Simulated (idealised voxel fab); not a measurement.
process module | voxel capacitor over wiring
cross-section cut | 295 nm wide | cells 5 nm
A cross-section is a grid of square cells, given in bands from the top down. A band is one or more rows of cells.
Each band's line starts with the height of the band's top and of its bottom, in nm. Then come its materials from left to right, each with its width in nm. One material with "throughout" fills the band from edge to edge. "air" is empty space.
Height 0 is the level under which the wafer as received is all one material. The lowest band goes on downwards, as in "0 down".
A width such as "30 to 40" changes by the same amount from each row of cells to the next, from the band's top row to its bottom row.
"no change" after a step means that no cell of the cross-section changed.
closed voids: empty space of 8 cells or more with no open way to the top, each as width x height at its distance from the left edge, in nm
after a step's settings: what the simulator itself notes on the step
overlay nm, on a step with a mask: how far to the right of its planned place the mask lay; to the left if negative
plan
1 op RECEIVE | material Si
2 op CONFORMAL_DEP | material SiO2 | thk nm 10
3 op DIRECTIONAL_DEP | material TiN | thk nm 5
4 op DIRECTIONAL_DEP | material W | thk nm 20
5 op MASKED_ETCH | tone cover | mask id METAL_1 | width nm 30 | pitch nm 100 | etch materials W | depth nm 20 | overlay nm 0
6 op MASKED_ETCH | tone cover | mask id METAL_1 | width nm 30 | pitch nm 100 | etch materials TiN | depth nm 5 | overlay nm 0
7 op FILL_DEP | material SiO2 | thk nm 5
8 op CMP | height nm 35
9 op CONFORMAL_DEP | material SiCN | thk nm 5
10 op DIRECTIONAL_DEP | material lowk | thk nm 20
11 op MASKED_ETCH | tone open | mask id PLUG_1 | width nm 15 | etch materials lowk | depth nm 20 | overlay nm 0
12 op MASKED_ETCH | tone open | mask id PLUG_1 | width nm 15 | etch materials SiCN | depth nm 5 | overlay nm 0
13 op EPI | material Ru | thk nm 10
14 op EPI | material Ru | thk nm 10
15 op EPI | material Ru | thk nm 5
16 op DIRECTIONAL_DEP | material TiN | thk nm 5
17 op DIRECTIONAL_DEP | material Al2O3 | thk nm 5
18 op DIRECTIONAL_DEP | material TiN | thk nm 5
19 op DIRECTIONAL_DEP | material aC | thk nm 15
20 op PATTERN | tone cover | mask id UPPER_PLATE | material resist | width nm 75 | thk nm 30 | overlay nm 0
21 op DIRECTIONAL_ETCH | etch materials aC | depth nm 15
22 op STRIP | etch materials resist
23 op DIRECTIONAL_ETCH | etch materials TiN | depth nm 5
24 op DIRECTIONAL_ETCH | etch materials Al2O3 | depth nm 5
25 op STRIP | etch materials aC
26 op DIRECTIONAL_DEP | material aC | thk nm 10
27 op PATTERN | tone cover | mask id LOWER_PLATE | material resist | width nm 85 | thk nm 30 | overlay nm 0
28 op DIRECTIONAL_ETCH | etch materials aC | depth nm 10
29 op STRIP | etch materials resist
30 op DIRECTIONAL_ETCH | etch materials TiN | depth nm 5
31 op STRIP | etch materials aC
32 op FILL_DEP | material SiO2 | thk nm 20
33 op CMP | height nm 90
34 op PATTERN | tone open | mask id PLUG_2 | material resist | width nm 15 | thk nm 15 | overlay nm 0
35 op DIRECTIONAL_ETCH | etch materials SiO2 | depth nm 15
36 op STRIP | etch materials resist
37 op CONFORMAL_DEP | material TiN | thk nm 5
38 op FILL_DEP | material Ru | thk nm 10
39 op CMP | height nm 90
40 op CONFORMAL_DEP | material SiCN | thk nm 5
as received, after step 1
  0 down: Si throughout
  closed voids: none
first wafer at the end, as planned
  95 to 90: SiCN throughout
  90 to 80: SiO2 105 | TiN 5 | Ru 5 | TiN 5 | SiO2 175
  80 to 70: SiO2 105 to 95 | TiN 15 to 75 | SiO2 175 to 125
  70 to 65: SiO2 95 | Al2O3 75 | SiO2 125
  65 to 60: SiO2 90 | TiN 85 | SiO2 120
  60 to 40: lowk 95 | Ru 15 | lowk 185
  40 to 35: SiCN 95 | Ru 15 | SiCN 185
  35 to 15: SiO2 80 | W 30 | SiO2 70 | W 30 | SiO2 85
  15 to 10: SiO2 80 | TiN 30 | SiO2 70 | TiN 30 | SiO2 85
  10 to 0: SiO2 throughout
  0 down: Si throughout
  closed voids: none
second wafer at the end: like start, like plan, one mistake
  95 to 90: SiCN throughout
  90 to 80: SiO2 105 | TiN 15 to 65 | SiO2 175 to 125
  80 to 75: SiO2 105 | TiN 5 | Al2O3 60 | SiO2 125
  75 to 70: SiO2 90 | TiN 5 | SiO2 15 | TiN 65 | SiO2 120
  70 to 60: lowk 95 | SiO2 15 | lowk 185
  60 to 55: lowk 95 | TiN 15 | lowk 185
  55 to 50: lowk 95 | Al2O3 15 | lowk 185
  50 to 45: SiCN 95 | TiN 15 | SiCN 185
  45 to 35: SiCN throughout
  35 to 15: SiO2 80 | W 30 | SiO2 70 | W 30 | SiO2 85
  15 to 10: SiO2 80 | TiN 30 | SiO2 70 | TiN 30 | SiO2 85
  10 to 0: SiO2 throughout
  0 down: Si throughout
  closed voids: none
what went wrong: step 9 ran as: op CONFORMAL_DEP | material SiCN | thk nm 15
at the end the second wafer has, in cells: 17 fewer of Ru | 118 more of SiCN | 99 fewer of SiO2 | 2 fewer of TiN
